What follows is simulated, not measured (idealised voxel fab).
The following process module bears the name voxel capacitor over wiring.
cross-section cut | 165 nm wide | cells 5 nm
Reading order for cross-sections: top band down to bottom band. Underlying form: a grid of square cells. Band size: one or more rows of cells.
Band: top height; bottom height; in nm. Then, left to right: material with width in nm, for each material. "all across": a single material spanning edge to edge. "empty": empty space.
All heights in this document are referenced to 0, defined as the level beneath which the wafer, as received, consists entirely of one material. The lowest band is not bounded below; it extends indefinitely downward and is written in the form "0 and below".
Per-row width for "30->40": begins at first number (top row of band), ends at second number (bottom row), increment between rows held constant.
"nothing got changed" means the step left every cell of the cross-section as it was.
This entry, "Closed voids list", enumerates those empty regions of no fewer than 8 cells that possess no open connection to the top. Each region is reported in the form width x height at distance, the distance being taken from the left edge, with all three quantities expressed in nm.
after a step's settings: what the simulator itself notes on the step
Regarding "overlay nm": on a step with a mask, it is the distance the mask lay to the right of its planned place; a negative value places it to the left.
-- So here's the lineup of process steps we planned
- 1: RECEIVE (material Si)
- 2: CONFORMAL_DEP (material SiO2; thk nm 10)
- 3: CONFORMAL_DEP (material SiN; thk nm 5)
- 4: DIRECTIONAL_DEP (material lowk; thk nm 20)
- 5: DIRECTIONAL_DEP (material aC; thk nm 15)
- 6: PATTERN (tone open; mask id METAL_1; material resist; width nm 20; pitch nm 90; thk nm 35; overlay nm 0)
- 7: DIRECTIONAL_ETCH (etch materials aC; depth nm 15)
- 8: STRIP (etch materials resist)
- 9: DIRECTIONAL_ETCH (etch materials lowk; depth nm 20)
- 10: DIRECTIONAL_ETCH (etch materials SiN; depth nm 5)
- 11: STRIP (etch materials aC)
- 12: CONFORMAL_DEP (material TiN; thk nm 5)
- 13: FILL_DEP (material Cu; thk nm 5)
- 14: CMP (height nm 35)
- 15: CONFORMAL_DEP (material SiCN; thk nm 5)
- 16: DIRECTIONAL_DEP (material lowk; thk nm 20)
- 17: PATTERN (tone open; mask id PLUG_1; material resist; width nm 15; thk nm 15; overlay nm 0)
- 18: DIRECTIONAL_ETCH (etch materials lowk; depth nm 20)
- 19: DIRECTIONAL_ETCH (etch materials SiCN; depth nm 5)
- 20: STRIP (etch materials resist)
- 21: EPI (material Ru; thk nm 10)
- 22: EPI (material Ru; thk nm 10)
- 23: EPI (material Ru; thk nm 5)
- 24: DIRECTIONAL_DEP (material TiN; thk nm 5)
- 25: DIRECTIONAL_DEP (material HfO2; thk nm 5)
- 26: DIRECTIONAL_DEP (material TiN; thk nm 5)
- 27: MASKED_ETCH (tone cover; mask id UPPER_PLATE; width nm 75; etch materials TiN; depth nm 5; overlay nm 0)
- 28: MASKED_ETCH (tone cover; mask id UPPER_PLATE; width nm 75; etch materials HfO2; depth nm 5; overlay nm 0)
- 29: PATTERN (tone cover; mask id LOWER_PLATE; material resist; width nm 85; thk nm 20; overlay nm 0)
- 30: DIRECTIONAL_ETCH (etch materials TiN; depth nm 5)
- 31: STRIP (etch materials resist)
- 32: FILL_DEP (material SiO2; thk nm 15)
- 33: CMP (height nm 85)
- 34: DIRECTIONAL_DEP (material aC; thk nm 10)
- 35: PATTERN (tone open; mask id PLUG_2; material resist; width nm 15; thk nm 30; overlay nm 0)
- 36: DIRECTIONAL_ETCH (etch materials aC; depth nm 10)
- 37: STRIP (etch materials resist)
- 38: DIRECTIONAL_ETCH (etch materials SiO2; depth nm 10)
- 39: STRIP (etch materials aC)
- 40: CONFORMAL_DEP (material TiN; thk nm 5)
- 41: FILL_DEP (material Cu; thk nm 10)
- 42: CMP (height nm 85)
- 43: CONFORMAL_DEP (material SiCN; thk nm 5)
-- Cross-sectional view of the wafer in its as-received condition, corresponding to the state after step 1
	0 and below  Si all across
	Closed voids list: none
-- End-of-module cross-section of the first of two wafers, processed as planned
	90 down to 85  SiCN all across
	85 down to 80  40 SiO2 | 5 TiN | 5 Cu | 5 TiN | 110 SiO2
	80 down to 70  40->30 SiO2 | 15->75 TiN | 110->60 SiO2
	70 down to 65  30 SiO2 | 75 HfO2 | 60 SiO2
	65 down to 60  25 SiO2 | 85 TiN | 55 SiO2
	60 down to 40  30 lowk | 15 Ru | 120 lowk
	40 down to 35  30 SiCN | 15 Ru | 120 SiCN
	35 down to 15  25 lowk | 5 TiN | 10 Cu | 5 TiN | 70 lowk | 5 TiN | 10 Cu | 5 TiN | 30 lowk
	15 down to 10  25 SiN | 20 TiN | 70 SiN | 20 TiN | 30 SiN
	10 down to 0  SiO2 all across
	0 and below  Si all across
	Closed voids list: none
-- Second wafer of the two, sectioned at the end of the module. It began like the first and followed the same plan, but one mistake was made while running it
	90 down to 85  SiCN all across
	85 down to 80  40 SiO2 | 5 TiN | 5 Cu | 5 TiN | 110 SiO2
	80 down to 70  40->45 SiO2 | 15->60 TiN | 110->60 SiO2
	70 down to 65  30 SiO2 | 15 TiN | 60 HfO2 | 60 SiO2
	65 down to 60  25 SiO2 | 5 TiN | 15 HfO2 | 65 TiN | 55 SiO2
	60 down to 55  30 SiCN | 15 TiN | 120 SiCN
	55 down to 35  lowk all across
	35 down to 15  25 lowk | 5 TiN | 10 Cu | 5 TiN | 70 lowk | 5 TiN | 10 Cu | 5 TiN | 30 lowk
	15 down to 10  25 SiN | 20 TiN | 70 SiN | 20 TiN | 30 SiN
	10 down to 0  SiO2 all across
	0 and below  Si all across
	Closed voids list: none
What went wrong in running the wafer? the processing plan was not followed for steps 15 and 16, which were run with their positions exchanged
Wafer comparison, final, in cells, second relative to first, materials more or fewer: Ru -15 | SiO2 +3 | lowk +12
